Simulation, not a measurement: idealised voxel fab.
process module | voxel ribs on slabs
cross-section cut | 280 nm wide | cells 5 nm
A cross-section is a grid of square cells, given in bands from the top down. A band is one or more rows of cells.
Each band's line starts with the height of the band's top and of its bottom, in nm. Then come its materials from left to right, each with its width in nm. One material with "throughout" fills the band from edge to edge. "air" is empty space.
Height 0 is the level under which the wafer as received is all one material. The lowest band goes on downwards, as in "0 down".
A width such as "30 to 40" changes by the same amount from each row of cells to the next, from the band's top row to its bottom row.
"no change" after a step means that no cell of the cross-section changed.
closed voids: empty space of 8 cells or more with no open way to the top, each as width x height at its distance from the left edge, in nm
after a step's settings: what the simulator itself notes on the step
overlay nm, on a step with a mask: how far to the right of its planned place the mask lay; to the left if negative
plan
1 op RECEIVE | material Si
2 op DIRECTIONAL_DEP | material SiO2 | thk nm 30
3 op DIRECTIONAL_DEP | material SiN | thk nm 20
4 op PATTERN | tone cover | mask id RIB | material resist | width nm 15 | thk nm 15 | overlay nm 0
5 op DIRECTIONAL_ETCH | etch materials SiN | depth nm 10
6 op STRIP | etch materials resist
7 op MASKED_ETCH | tone cover | mask id SLAB | width nm 45 | etch materials SiN | depth nm 10 | overlay nm 0
8 op FILL_DEP | material SiO2 | thk nm 20
9 op CMP | height nm 60
10 op DIRECTIONAL_DEP | material W | thk nm 5
11 op MASKED_ETCH | tone cover | mask id HEATER | width nm 25 | etch materials W | depth nm 5 | overlay nm 0
12 op CONFORMAL_DEP | material SiO2 | thk nm 5
first wafer, as planned
as received, after step 1
  0 down: Si throughout
  closed voids: none
after step 2
  30 to 0: SiO2 throughout
  below 0: unchanged
after step 3
  50 to 30: SiN throughout
  below 30: unchanged
after step 4
  65 to 50: air 130 | resist 15 | air 135
  below 50: unchanged
after step 5
  65 to 50: air 130 | resist 15 | air 135
  50 to 40: air 130 | SiN 15 | air 135
  below 40: unchanged
after step 6
  50 to 40: air 130 | SiN 15 | air 135
  below 40: unchanged
after step 7
  50 to 40: air 130 | SiN 15 | air 135
  40 to 30: air 115 | SiN 45 | air 120
  below 30: unchanged
after step 8
  70 to 50: SiO2 throughout
  50 to 40: SiO2 130 | SiN 15 | SiO2 135
  40 to 30: SiO2 115 | SiN 45 | SiO2 120
  below 30: unchanged
after step 9
  60 to 50: SiO2 throughout
  below 50: unchanged
after step 10
  65 to 60: W throughout
  below 60: unchanged
after step 11
  65 to 60: air 125 | W 25 | air 130
  below 60: unchanged
after step 12
  70 to 65: air 120 | SiO2 35 | air 125
  65 to 60: SiO2 125 | W 25 | SiO2 130
  below 60: unchanged
second wafer: like start, like plan, one mistake. Through step 1 it matches the first wafer
when step 2 should have ended
  30 to 0: W throughout
  below 0: unchanged
when step 3 should have ended
  50 to 30: SiN throughout
  below 30: unchanged
when step 4 should have ended
  65 to 50: air 130 | resist 15 | air 135
  below 50: unchanged
when step 5 should have ended
  65 to 50: air 130 | resist 15 | air 135
  50 to 40: air 130 | SiN 15 | air 135
  below 40: unchanged
when step 6 should have ended
  50 to 40: air 130 | SiN 15 | air 135
  below 40: unchanged
when step 7 should have ended
  50 to 40: air 130 | SiN 15 | air 135
  40 to 30: air 115 | SiN 45 | air 120
  below 30: unchanged
when step 8 should have ended
  70 to 50: SiO2 throughout
  50 to 40: SiO2 130 | SiN 15 | SiO2 135
  40 to 30: SiO2 115 | SiN 45 | SiO2 120
  below 30: unchanged
when step 9 should have ended
  60 to 50: SiO2 throughout
  below 50: unchanged
when step 10 should have ended
  65 to 60: W throughout
  below 60: unchanged
when step 11 should have ended
  65 to 60: air 125 | W 25 | air 130
  below 60: unchanged
when step 12 should have ended
  70 to 65: air 120 | SiO2 35 | air 125
  65 to 60: SiO2 125 | W 25 | SiO2 130
  below 60: unchanged
what went wrong: step 2 ran as: op DIRECTIONAL_DEP | material W | thk nm 30
at the end the second wafer has, in cells: 336 fewer of SiO2 | 336 more of W
